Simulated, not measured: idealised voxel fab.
Documented hereafter: the process module known as voxel spacer lines.
Cross-section cut spans 280 nm and uses square cells 5 nm in size.
We lay out every cross-section as a grid of square cells and spell it out in bands from the top down, where one band means one or more rows of cells.
Look at the band entry: it leads with the top's height and the bottom's height in nm. Then it lists the materials left to right, with a width in nm for each. The word "throughout" on a single material says that material fills the band edge to edge. The word "air" is empty space.
Height 0 is the level under which the wafer as received is all one material. The lowest band goes on downwards, as in "0 down".
Width "30->40": first value at the band's top row of cells, second value at its bottom row, equal change from row to row.
Given "no change" for a step, no cell of the cross-section differs between before and after that step.
Listed in "Closed void list": every empty space of 8 or more cells without an open way to the top. Form: width x height at distance, the distance being from the left edge, all in nm.
Past the settings on a step's line: simulator remark, on that step.
If you see "overlay nm" on a step's line and that step has a mask, it's telling you how far right of where it was planned the mask ended up; a negative number means it went left instead.
# This section lists the process steps that were planned
step 1: RECEIVE | material Si
step 2: CONFORMAL_DEP | material SiO2 | thk nm 5
step 3: DIRECTIONAL_DEP | material TiN | thk nm 10
step 4: DIRECTIONAL_DEP | material polySi | thk nm 15
step 5: PATTERN | tone cover | mask id MANDREL | material resist | width nm 15 | pitch nm 50 | thk nm 30 | overlay nm 0
step 6: DIRECTIONAL_ETCH | etch materials polySi | depth nm 25
step 7: STRIP | etch materials resist
step 8: CONFORMAL_DEP | material SiN | thk nm 10
step 9: DIRECTIONAL_ETCH | etch materials SiN | depth nm 10
step 10: STRIP | etch materials polySi
step 11: DIRECTIONAL_ETCH | etch materials TiN | depth nm 10
step 12: STRIP | etch materials SiN
What sets these wafers apart? The thk nm at step 4. They all start alike, and the plan carries the first wafer's value.
# Step 1 complete: as-received cross-section of the first of several wafers
> 0 down | Si throughout
> Closed void list: none
# So in this table every wafer gets its own row, and what you see is where it stands at the end of the module: for each material, how many cells it picked up (+) or gave up (-) since we received it, and after that its closed voids
thk nm 15 | +56 SiO2 | +24 TiN | Closed void list: none
thk nm 20 | +56 SiO2 | +24 TiN | Closed void list: none
thk nm 25 | +56 SiO2 | +24 TiN | Closed void list: none
thk nm 30 | +56 SiO2 | Closed void list: none
thk nm 35 | +56 SiO2 | Closed void list: none
thk nm 40 | +56 SiO2 | Closed void list: none
